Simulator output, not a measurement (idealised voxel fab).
Module name: voxel capacitor over wiring (process module)
The width of the displayed cross-section, cut, is 290 nm; its cells are square, with a size of 5 nm.
Think of the cross-section as a grid of square cells. We describe it in bands, top to bottom, and each band covers one or more rows of those cells.
First you get the band's top height and its bottom height, in nm, and then the materials it's made of, left to right, with each width in nm. If you see a single material with "edge to edge", that one covers the band edge to edge. "air" is empty space.
The reference from which all heights are counted is 0, the level beneath which the as-received wafer is entirely one material; the lowest band, having no lower bound, proceeds downward and is written after the example "z 0 and below".
You'd read "30 to 40" like this: the band's top row of cells is as wide as the first number, its bottom row is as wide as the second, and going down, every row changes width by the same amount as the row before did.
"all unchanged" (step): cross-section cells unchanged, all of them.
"Enclosed empty spaces" specifies each empty space that is not open to the top and that occupies no fewer than 8 cells, using the form width x height at distance, the distance measured from the left edge and all three quantities in nm.
Anything after a step's settings on that line? It's the simulator's own note about the step.
"overlay nm" answers the question of how far to the right of plan the mask lay on a step that has a mask, and when it is negative the answer is to the left.

**Below is the list of planned process steps**
- 1: RECEIVE | material Si
- 2: CONFORMAL_DEP | material SiO2 | thk nm 10
- 3: DIRECTIONAL_DEP | material TiN | thk nm 5
- 4: DIRECTIONAL_DEP | material W | thk nm 25
- 5: MASKED_ETCH | tone cover | mask id METAL_1 | width nm 20 | pitch nm 90 | etch materials W | depth nm 25 | overlay nm 0
- 6: MASKED_ETCH | tone cover | mask id METAL_1 | width nm 20 | pitch nm 90 | etch materials TiN | depth nm 5 | overlay nm 0
- 7: FILL_DEP | material SiO2 | thk nm 10
- 8: CMP | height nm 40
- 9: CONFORMAL_DEP | material SiCN | thk nm 5
- 10: DIRECTIONAL_DEP | material SiO2 | thk nm 20
- 11: MASKED_ETCH | tone open | mask id PLUG_1 | width nm 15 | etch materials SiO2 | depth nm 20 | overlay nm 0
- 12: MASKED_ETCH | tone open | mask id PLUG_1 | width nm 15 | etch materials SiCN | depth nm 5 | overlay nm 0
- 13: EPI | material Ru | thk nm 10
- 14: EPI | material Ru | thk nm 10
- 15: EPI | material Ru | thk nm 5
- 16: DIRECTIONAL_DEP | material TiN | thk nm 10
- 17: DIRECTIONAL_DEP | material HfO2 | thk nm 5
- 18: DIRECTIONAL_DEP | material TiN | thk nm 5
- 19: MASKED_ETCH | tone cover | mask id UPPER_PLATE | width nm 75 | etch materials TiN | depth nm 5 | overlay nm 0
- 20: MASKED_ETCH | tone cover | mask id UPPER_PLATE | width nm 75 | etch materials HfO2 | depth nm 5 | overlay nm 0
- 21: DIRECTIONAL_DEP | material aC | thk nm 15
- 22: PATTERN | tone cover | mask id LOWER_PLATE | material resist | width nm 85 | thk nm 30 | overlay nm 0
- 23: DIRECTIONAL_ETCH | etch materials aC | depth nm 15
- 24: STRIP | etch materials resist
- 25: DIRECTIONAL_ETCH | etch materials TiN | depth nm 10
- 26: STRIP | etch materials aC
- 27: FILL_DEP | material SiO2 | thk nm 15
- 28: CMP | height nm 95
- 29: DIRECTIONAL_DEP | material aC | thk nm 15
- 30: PATTERN | tone open | mask id PLUG_2 | material resist | width nm 15 | thk nm 30 | overlay nm 0
- 31: DIRECTIONAL_ETCH | etch materials aC | depth nm 15
- 32: STRIP | etch materials resist
- 33: DIRECTIONAL_ETCH | etch materials SiO2 | depth nm 10
- 34: STRIP | etch materials aC
- 35: CONFORMAL_DEP | material TiN | thk nm 5
- 36: FILL_DEP | material W | thk nm 5
- 37: CMP | height nm 95
- 38: CONFORMAL_DEP | material SiCN | thk nm 5

**The cross-section here shows the wafer as received, i.e. in its state after step 1**
z 0 and below: Si edge to edge
Enclosed empty spaces: none

**Cross-section taken at module completion on the first of two wafers; processed per the plan**
z 100 to 95: SiCN edge to edge
z 95 to 90: SiO2 105 nm  TiN 5 nm  W 5 nm  TiN 5 nm  SiO2 170 nm
z 90 to 80: SiO2 105 to 95 nm  TiN 15 to 75 nm  SiO2 170 to 120 nm
z 80 to 75: SiO2 95 nm  HfO2 75 nm  SiO2 120 nm
z 75 to 65: SiO2 90 nm  TiN 85 nm  SiO2 115 nm
z 65 to 45: SiO2 95 nm  Ru 15 nm  SiO2 180 nm
z 45 to 40: SiCN 95 nm  Ru 15 nm  SiCN 180 nm
z 40 to 15: SiO2 90 nm  W 20 nm  SiO2 70 nm  W 20 nm  SiO2 90 nm
z 15 to 10: SiO2 90 nm  TiN 20 nm  SiO2 70 nm  TiN 20 nm  SiO2 90 nm
z 10 to 0: SiO2 edge to edge
z 0 and below: Si edge to edge
Enclosed empty spaces: none

**Cross-section at end of module for the second wafer of two, which matched the first in starting point and plan and differed by one mistake in its processing**
z 100 to 95: SiCN edge to edge
z 95 to 90: SiO2 105 nm  TiN 5 nm  W 5 nm  TiN 5 nm  SiO2 170 nm
z 90 to 80: SiO2 105 to 95 nm  TiN 15 to 75 nm  SiO2 170 to 120 nm
z 80 to 75: SiO2 95 nm  HfO2 75 nm  SiO2 120 nm
z 75 to 65: SiO2 90 nm  TiN 85 nm  SiO2 115 nm
z 65 to 45: SiO2 95 nm  Ru 15 nm  SiO2 180 nm
z 45 to 40: SiCN 95 nm  Ru 15 nm  SiCN 180 nm
z 40 to 15: SiO2 90 nm  W 20 nm  SiO2 70 nm  W 20 nm  SiO2 90 nm
z 15 to 10: SiO2 90 nm  TiN 20 nm  SiO2 70 nm  TiN 20 nm  SiO2 90 nm
z 10 to 0: aC edge to edge
z 0 and below: Si edge to edge
Enclosed empty spaces: none
In executing the process, a mistake was made relative to the plan: planned and actual differ for step 2; actual: CONFORMAL_DEP | material aC | thk nm 10
Final wafer comparison in cells, second versus first, more or fewer per material: 116 fewer of SiO2, 116 more of aC
